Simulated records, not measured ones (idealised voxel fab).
process module | voxel transistor to metal
cross-section cut | 170 nm wide | cells 5 nm
A cross-section is a grid of square cells, given in bands from the top down. A band is one or more rows of cells.
Each band's line starts with the height of the band's top and of its bottom, in nm. Then come its materials from left to right, each with its width in nm. One material with "throughout" fills the band from edge to edge. "air" is empty space.
Height 0 is the level under which the wafer as received is all one material. The lowest band goes on downwards, as in "0 down".
A width such as "30 to 40" changes by the same amount from each row of cells to the next, from the band's top row to its bottom row.
"no change" after a step means that no cell of the cross-section changed.
closed voids: empty space of 8 cells or more with no open way to the top, each as width x height at its distance from the left edge, in nm
after a step's settings: what the simulator itself notes on the step
overlay nm, on a step with a mask: how far to the right of its planned place the mask lay; to the left if negative
plan
1 op RECEIVE | material Si
2 op OXIDIZE | depth nm 5
3 op CONFORMAL_DEP | material SiN | thk nm 15
4 op PATTERN | tone cover | mask id ACTIVE | material resist | width nm 95 | thk nm 15 | overlay nm 0
5 op DIRECTIONAL_ETCH | etch materials SiN | depth nm 15
6 op DIRECTIONAL_ETCH | etch materials SiO2 | depth nm 5
7 op DIRECTIONAL_ETCH | etch materials Si | depth nm 25
8 op STRIP | etch materials resist
9 op OXIDIZE | depth nm 5
10 op FILL_DEP | material SiO2 | thk nm 10
11 op CMP | height nm 15
12 op SELECTIVE_ETCH | etch materials SiO2 | depth nm 15
13 op STRIP | etch materials SiN
14 op SELECTIVE_ETCH | etch materials SiO2 | depth nm 5
15 op OXIDIZE | depth nm 5
16 op DIRECTIONAL_DEP | material polySi | thk nm 30
17 op DIRECTIONAL_DEP | material SiCN | thk nm 10
18 op MASKED_ETCH | tone cover | mask id GATE | width nm 25 | etch materials SiCN | depth nm 20 | overlay nm 0
19 op MASKED_ETCH | tone cover | mask id GATE | width nm 25 | etch materials polySi | depth nm 40 | overlay nm 0
20 op CONFORMAL_DEP | material SiN | thk nm 10
21 op DIRECTIONAL_ETCH | etch materials SiN | depth nm 10
22 op DIRECTIONAL_ETCH | etch materials SiO2 | depth nm 5
23 op EPI | material nSi | thk nm 5
24 op FILL_DEP | material SiO2 | thk nm 5
25 op CMP | height nm 35
26 op DIRECTIONAL_DEP | material SiO2 | thk nm 15
27 op PATTERN | tone open | mask id CONTACT | material resist | width nm 25 | pitch nm 60 | thk nm 15 | overlay nm 0
28 op DIRECTIONAL_ETCH | etch materials SiO2 | depth nm 55
29 op STRIP | etch materials resist
30 op CONFORMAL_DEP | material TiN | thk nm 5
31 op FILL_DEP | material Ru | thk nm 5
32 op CMP | height nm 50
33 op CONFORMAL_DEP | material SiN | thk nm 5
34 op DIRECTIONAL_DEP | material SiO2 | thk nm 20
35 op PATTERN | tone open | mask id METAL_1 | material resist | width nm 15 | pitch nm 70 | thk nm 15 | overlay nm 0
36 op DIRECTIONAL_ETCH | etch materials SiO2 | depth nm 20
37 op DIRECTIONAL_ETCH | etch materials SiN | depth nm 5
38 op STRIP | etch materials resist
39 op CONFORMAL_DEP | material TiN | thk nm 5
40 op FILL_DEP | material Ru | thk nm 10
41 op CMP | height nm 75
42 op CONFORMAL_DEP | material SiN | thk nm 5
first wafer, as planned
as received, after step 1
  0 down: Si throughout
  closed voids: none
after step 2
  0 to -5: SiO2 throughout
  below -5: unchanged
after step 3
  15 to 0: SiN throughout
  below 0: unchanged
after step 4
  30 to 15: air 35 | resist 95 | air 40
  below 15: unchanged
after step 5
  30 to 15: air 35 | resist 95 | air 40
  15 to 0: air 35 | SiN 95 | air 40
  below 0: unchanged
after step 6
  30 to 15: air 35 | resist 95 | air 40
  15 to 0: air 35 | SiN 95 | air 40
  0 to -5: air 35 | SiO2 95 | air 40
  below -5: unchanged
after step 7
  30 to 15: air 35 | resist 95 | air 40
  15 to 0: air 35 | SiN 95 | air 40
  0 to -5: air 35 | SiO2 95 | air 40
  -5 to -30: air 35 | Si 95 | air 40
  below -30: unchanged
after step 8
  15 to 0: air 35 | SiN 95 | air 40
  below 0: unchanged
after step 9
  15 to 0: air 35 | SiN 95 | air 40
  0 to -5: air 35 | SiO2 95 | air 40
  -5 to -30: air 35 | SiO2 5 | Si 85 | SiO2 5 | air 40
  -30 to -35: SiO2 40 | Si 85 | SiO2 45
  below -35: unchanged
after step 10
  25 to 15: SiO2 throughout
  15 to 0: SiO2 35 | SiN 95 | SiO2 40
  0 to -5: SiO2 throughout
  -5 to -35: SiO2 40 | Si 85 | SiO2 45
  below -35: unchanged
after step 11
  15 to 0: SiO2 35 | SiN 95 | SiO2 40
  below 0: unchanged
after step 12
  15 to 0: air 35 | SiN 95 | air 40
  below 0: unchanged
after step 13
  0 to -5: SiO2 throughout
  below -5: unchanged
after step 14
  -5 to -35: SiO2 40 | Si 85 | SiO2 45
  below -35: unchanged
after step 15
  -5 to -10: SiO2 throughout
  below -10: unchanged
after step 16
  25 to -5: polySi throughout
  below -5: unchanged
after step 17
  35 to 25: SiCN throughout
  below 25: unchanged
after step 18
  35 to 25: air 70 | SiCN 25 | air 75
  below 25: unchanged
after step 19
  35 to 25: air 70 | SiCN 25 | air 75
  25 to -5: air 70 | polySi 25 | air 75
  below -5: unchanged
after step 20
  45 to 35: air 60 | SiN 45 | air 65
  35 to 25: air 60 | SiN 10 | SiCN 25 | SiN 10 | air 65
  25 to 5: air 60 | SiN 10 | polySi 25 | SiN 10 | air 65
  5 to -5: SiN 70 | polySi 25 | SiN 75
  below -5: unchanged
after step 21
  35 to 25: air 60 | SiN 10 | SiCN 25 | SiN 10 | air 65
  25 to -5: air 60 | SiN 10 | polySi 25 | SiN 10 | air 65
  below -5: unchanged
after step 22
  35 to 25: air 60 | SiN 10 | SiCN 25 | SiN 10 | air 65
  25 to -5: air 60 | SiN 10 | polySi 25 | SiN 10 | air 65
  -5 to -10: air 60 | SiO2 45 | air 65
  below -10: unchanged
after step 23
  35 to 25: air 60 | SiN 10 | SiCN 25 | SiN 10 | air 65
  25 to -5: air 60 | SiN 10 | polySi 25 | SiN 10 | air 65
  -5 to -10: air 35 | nSi 25 | SiO2 45 | nSi 25 | air 40
  below -10: unchanged
after step 24
  40 to 35: SiO2 throughout
  35 to 25: SiO2 60 | SiN 10 | SiCN 25 | SiN 10 | SiO2 65
  25 to -5: SiO2 60 | SiN 10 | polySi 25 | SiN 10 | SiO2 65
  -5 to -10: SiO2 35 | nSi 25 | SiO2 45 | nSi 25 | SiO2 40
  below -10: unchanged
after step 25
  35 to 25: SiO2 60 | SiN 10 | SiCN 25 | SiN 10 | SiO2 65
  below 25: unchanged
after step 26
  50 to 35: SiO2 throughout
  below 35: unchanged
after step 27
  65 to 50: resist 40 | air 25 | resist 35 | air 25 | resist 45
  below 50: unchanged
after step 28
  65 to 50: resist 40 | air 25 | resist 35 | air 25 | resist 45
  50 to 35: SiO2 40 | air 25 | SiO2 35 | air 25 | SiO2 45
  35 to 25: SiO2 40 | air 20 | SiN 10 | SiCN 25 | SiN 10 | air 20 | SiO2 45
  25 to -5: SiO2 40 | air 20 | SiN 10 | polySi 25 | SiN 10 | air 20 | SiO2 45
  below -5: unchanged
after step 29
  50 to 35: SiO2 40 | air 25 | SiO2 35 | air 25 | SiO2 45
  below 35: unchanged
after step 30
  55 to 50: TiN 45 | air 15 | TiN 45 | air 15 | TiN 50
  50 to 40: SiO2 40 | TiN 5 | air 15 | TiN 5 | SiO2 35 | TiN 5 | air 15 | TiN 5 | SiO2 45
  40 to 35: SiO2 40 | TiN 5 | air 10 | TiN 10 | SiO2 35 | TiN 10 | air 10 | TiN 5 | SiO2 45
  35 to 25: SiO2 40 | TiN 5 | air 10 | TiN 5 | SiN 10 | SiCN 25 | SiN 10 | TiN 5 | air 10 | TiN 5 | SiO2 45
  25 to 0: SiO2 40 | TiN 5 | air 10 | TiN 5 | SiN 10 | polySi 25 | SiN 10 | TiN 5 | air 10 | TiN 5 | SiO2 45
  0 to -5: SiO2 40 | TiN 20 | SiN 10 | polySi 25 | SiN 10 | TiN 20 | SiO2 45
  below -5: unchanged
after step 31
  60 to 55: Ru throughout
  55 to 50: TiN 45 | Ru 15 | TiN 45 | Ru 15 | TiN 50
  50 to 40: SiO2 40 | TiN 5 | Ru 15 | TiN 5 | SiO2 35 | TiN 5 | Ru 15 | TiN 5 | SiO2 45
  40 to 35: SiO2 40 | TiN 5 | Ru 10 | TiN 10 | SiO2 35 | TiN 10 | Ru 10 | TiN 5 | SiO2 45
  35 to 25: SiO2 40 | TiN 5 | Ru 10 | TiN 5 | SiN 10 | SiCN 25 | SiN 10 | TiN 5 | Ru 10 | TiN 5 | SiO2 45
  25 to 0: SiO2 40 | TiN 5 | Ru 10 | TiN 5 | SiN 10 | polySi 25 | SiN 10 | TiN 5 | Ru 10 | TiN 5 | SiO2 45
  below 0: unchanged
after step 32
  50 to 40: SiO2 40 | TiN 5 | Ru 15 | TiN 5 | SiO2 35 | TiN 5 | Ru 15 | TiN 5 | SiO2 45
  below 40: unchanged
after step 33
  55 to 50: SiN throughout
  below 50: unchanged
after step 34
  75 to 55: SiO2 throughout
  below 55: unchanged
after step 35
  90 to 75: resist 40 | air 15 | resist 55 | air 15 | resist 45
  below 75: unchanged
after step 36
  90 to 75: resist 40 | air 15 | resist 55 | air 15 | resist 45
  75 to 55: SiO2 40 | air 15 | SiO2 55 | air 15 | SiO2 45
  below 55: unchanged
after step 37
  90 to 75: resist 40 | air 15 | resist 55 | air 15 | resist 45
  75 to 55: SiO2 40 | air 15 | SiO2 55 | air 15 | SiO2 45
  55 to 50: SiN 40 | air 15 | SiN 55 | air 15 | SiN 45
  below 50: unchanged
after step 38
  75 to 55: SiO2 40 | air 15 | SiO2 55 | air 15 | SiO2 45
  below 55: unchanged
after step 39
  80 to 75: TiN 45 | air 5 | TiN 65 | air 5 | TiN 50
  75 to 55: SiO2 40 | TiN 5 | air 5 | TiN 5 | SiO2 55 | TiN 5 | air 5 | TiN 5 | SiO2 45
  55 to 50: SiN 40 | TiN 15 | SiN 55 | TiN 15 | SiN 45
  below 50: unchanged
after step 40
  90 to 80: Ru throughout
  80 to 75: TiN 45 | Ru 5 | TiN 65 | Ru 5 | TiN 50
  75 to 55: SiO2 40 | TiN 5 | Ru 5 | TiN 5 | SiO2 55 | TiN 5 | Ru 5 | TiN 5 | SiO2 45
  below 55: unchanged
after step 41
  75 to 55: SiO2 40 | TiN 5 | Ru 5 | TiN 5 | SiO2 55 | TiN 5 | Ru 5 | TiN 5 | SiO2 45
  below 55: unchanged
after step 42
  80 to 75: SiN throughout
  below 75: unchanged
second wafer: like start, like plan, one mistake. Through step 12 it matches the first wafer
when step 13 should have ended
  15 to 0: air 35 | SiN 95 | air 40
  0 to -5: air 40 | SiO2 85 | air 45
  below -5: unchanged
when step 14 should have ended
  0 to -5: air 40 | SiO2 85 | air 45
  below -5: unchanged
when step 15 should have ended: no change
when step 16 should have ended
  30 to 25: air 40 | polySi 85 | air 45
  25 to 0: polySi throughout
  0 to -5: polySi 40 | SiO2 85 | polySi 45
  below -5: unchanged
when step 17 should have ended
  40 to 35: air 40 | SiCN 85 | air 45
  35 to 30: SiCN throughout
  30 to 25: SiCN 40 | polySi 85 | SiCN 45
  below 25: unchanged
when step 18 should have ended
  40 to 30: air 70 | SiCN 25 | air 75
  30 to 25: air 40 | polySi 85 | air 45
  below 25: unchanged
when step 19 should have ended
  40 to 30: air 70 | SiCN 25 | air 75
  30 to 0: air 70 | polySi 25 | air 75
  0 to -5: air 40 | SiO2 85 | air 45
  below -5: unchanged
when step 20 should have ended
  50 to 40: air 60 | SiN 45 | air 65
  40 to 30: air 60 | SiN 10 | SiCN 25 | SiN 10 | air 65
  30 to 10: air 60 | SiN 10 | polySi 25 | SiN 10 | air 65
  10 to 5: air 30 | SiN 40 | polySi 25 | SiN 40 | air 35
  5 to 0: SiN 70 | polySi 25 | SiN 75
  0 to -5: SiN 40 | SiO2 85 | SiN 45
  below -5: unchanged
when step 21 should have ended
  40 to 30: air 60 | SiN 10 | SiCN 25 | SiN 10 | air 65
  30 to 0: air 60 | SiN 10 | polySi 25 | SiN 10 | air 65
  0 to -5: air 30 | SiN 10 | SiO2 85 | SiN 10 | air 35
  below -5: unchanged
when step 22 should have ended
  40 to 30: air 60 | SiN 10 | SiCN 25 | SiN 10 | air 65
  30 to 0: air 60 | SiN 10 | polySi 25 | SiN 10 | air 65
  0 to -5: air 30 | SiN 10 | air 20 | SiO2 45 | air 20 | SiN 10 | air 35
  -5 to -10: air 30 | SiO2 10 | Si 85 | SiO2 10 | air 35
  below -10: unchanged
when step 23 should have ended
  40 to 30: air 60 | SiN 10 | SiCN 25 | SiN 10 | air 65
  30 to 0: air 60 | SiN 10 | polySi 25 | SiN 10 | air 65
  0 to -5: air 30 | SiN 10 | nSi 20 | SiO2 45 | nSi 20 | SiN 10 | air 35
  below -5: unchanged
when step 24 should have ended
  45 to 40: SiO2 throughout
  40 to 30: SiO2 60 | SiN 10 | SiCN 25 | SiN 10 | SiO2 65
  30 to 0: SiO2 60 | SiN 10 | polySi 25 | SiN 10 | SiO2 65
  0 to -5: SiO2 30 | SiN 10 | nSi 20 | SiO2 45 | nSi 20 | SiN 10 | SiO2 35
  -5 to -35: SiO2 40 | Si 85 | SiO2 45
  below -35: unchanged
when step 25 should have ended
  35 to 30: SiO2 60 | SiN 10 | SiCN 25 | SiN 10 | SiO2 65
  below 30: unchanged
when step 26 should have ended
  50 to 35: SiO2 throughout
  below 35: unchanged
when step 27 should have ended
  65 to 50: resist 40 | air 25 | resist 35 | air 25 | resist 45
  below 50: unchanged
when step 28 should have ended
  65 to 50: resist 40 | air 25 | resist 35 | air 25 | resist 45
  50 to 35: SiO2 40 | air 25 | SiO2 35 | air 25 | SiO2 45
  35 to 30: SiO2 40 | air 20 | SiN 10 | SiCN 25 | SiN 10 | air 20 | SiO2 45
  30 to 0: SiO2 40 | air 20 | SiN 10 | polySi 25 | SiN 10 | air 20 | SiO2 45
  below 0: unchanged
when step 29 should have ended
  50 to 35: SiO2 40 | air 25 | SiO2 35 | air 25 | SiO2 45
  below 35: unchanged
when step 30 should have ended
  55 to 50: TiN 45 | air 15 | TiN 45 | air 15 | TiN 50
  50 to 40: SiO2 40 | TiN 5 | air 15 | TiN 5 | SiO2 35 | TiN 5 | air 15 | TiN 5 | SiO2 45
  40 to 35: SiO2 40 | TiN 5 | air 10 | TiN 10 | SiO2 35 | TiN 10 | air 10 | TiN 5 | SiO2 45
  35 to 30: SiO2 40 | TiN 5 | air 10 | TiN 5 | SiN 10 | SiCN 25 | SiN 10 | TiN 5 | air 10 | TiN 5 | SiO2 45
  30 to 5: SiO2 40 | TiN 5 | air 10 | TiN 5 | SiN 10 | polySi 25 | SiN 10 | TiN 5 | air 10 | TiN 5 | SiO2 45
  5 to 0: SiO2 40 | TiN 20 | SiN 10 | polySi 25 | SiN 10 | TiN 20 | SiO2 45
  below 0: unchanged
when step 31 should have ended
  60 to 55: Ru throughout
  55 to 50: TiN 45 | Ru 15 | TiN 45 | Ru 15 | TiN 50
  50 to 40: SiO2 40 | TiN 5 | Ru 15 | TiN 5 | SiO2 35 | TiN 5 | Ru 15 | TiN 5 | SiO2 45
  40 to 35: SiO2 40 | TiN 5 | Ru 10 | TiN 10 | SiO2 35 | TiN 10 | Ru 10 | TiN 5 | SiO2 45
  35 to 30: SiO2 40 | TiN 5 | Ru 10 | TiN 5 | SiN 10 | SiCN 25 | SiN 10 | TiN 5 | Ru 10 | TiN 5 | SiO2 45
  30 to 5: SiO2 40 | TiN 5 | Ru 10 | TiN 5 | SiN 10 | polySi 25 | SiN 10 | TiN 5 | Ru 10 | TiN 5 | SiO2 45
  below 5: unchanged
when step 32 should have ended
  50 to 40: SiO2 40 | TiN 5 | Ru 15 | TiN 5 | SiO2 35 | TiN 5 | Ru 15 | TiN 5 | SiO2 45
  below 40: unchanged
when step 33 should have ended
  55 to 50: SiN throughout
  below 50: unchanged
when step 34 should have ended
  75 to 55: SiO2 throughout
  below 55: unchanged
when step 35 should have ended
  90 to 75: resist 40 | air 15 | resist 55 | air 15 | resist 45
  below 75: unchanged
when step 36 should have ended
  90 to 75: resist 40 | air 15 | resist 55 | air 15 | resist 45
  75 to 55: SiO2 40 | air 15 | SiO2 55 | air 15 | SiO2 45
  below 55: unchanged
when step 37 should have ended
  90 to 75: resist 40 | air 15 | resist 55 | air 15 | resist 45
  75 to 55: SiO2 40 | air 15 | SiO2 55 | air 15 | SiO2 45
  55 to 50: SiN 40 | air 15 | SiN 55 | air 15 | SiN 45
  below 50: unchanged
when step 38 should have ended
  75 to 55: SiO2 40 | air 15 | SiO2 55 | air 15 | SiO2 45
  below 55: unchanged
when step 39 should have ended
  80 to 75: TiN 45 | air 5 | TiN 65 | air 5 | TiN 50
  75 to 55: SiO2 40 | TiN 5 | air 5 | TiN 5 | SiO2 55 | TiN 5 | air 5 | TiN 5 | SiO2 45
  55 to 50: SiN 40 | TiN 15 | SiN 55 | TiN 15 | SiN 45
  below 50: unchanged
when step 40 should have ended
  90 to 80: Ru throughout
  80 to 75: TiN 45 | Ru 5 | TiN 65 | Ru 5 | TiN 50
  75 to 55: SiO2 40 | TiN 5 | Ru 5 | TiN 5 | SiO2 55 | TiN 5 | Ru 5 | TiN 5 | SiO2 45
  below 55: unchanged
when step 41 should have ended
  75 to 55: SiO2 40 | TiN 5 | Ru 5 | TiN 5 | SiO2 55 | TiN 5 | Ru 5 | TiN 5 | SiO2 45
  below 55: unchanged
when step 42 should have ended
  80 to 75: SiN throughout
  below 75: unchanged
what went wrong: steps 13 and 14 were swapped
at the end the second wafer has, in cells: 4 fewer of Ru | 17 more of Si | 5 fewer of SiCN | 2 fewer of SiO2 | 4 fewer of TiN | 2 fewer of nSi
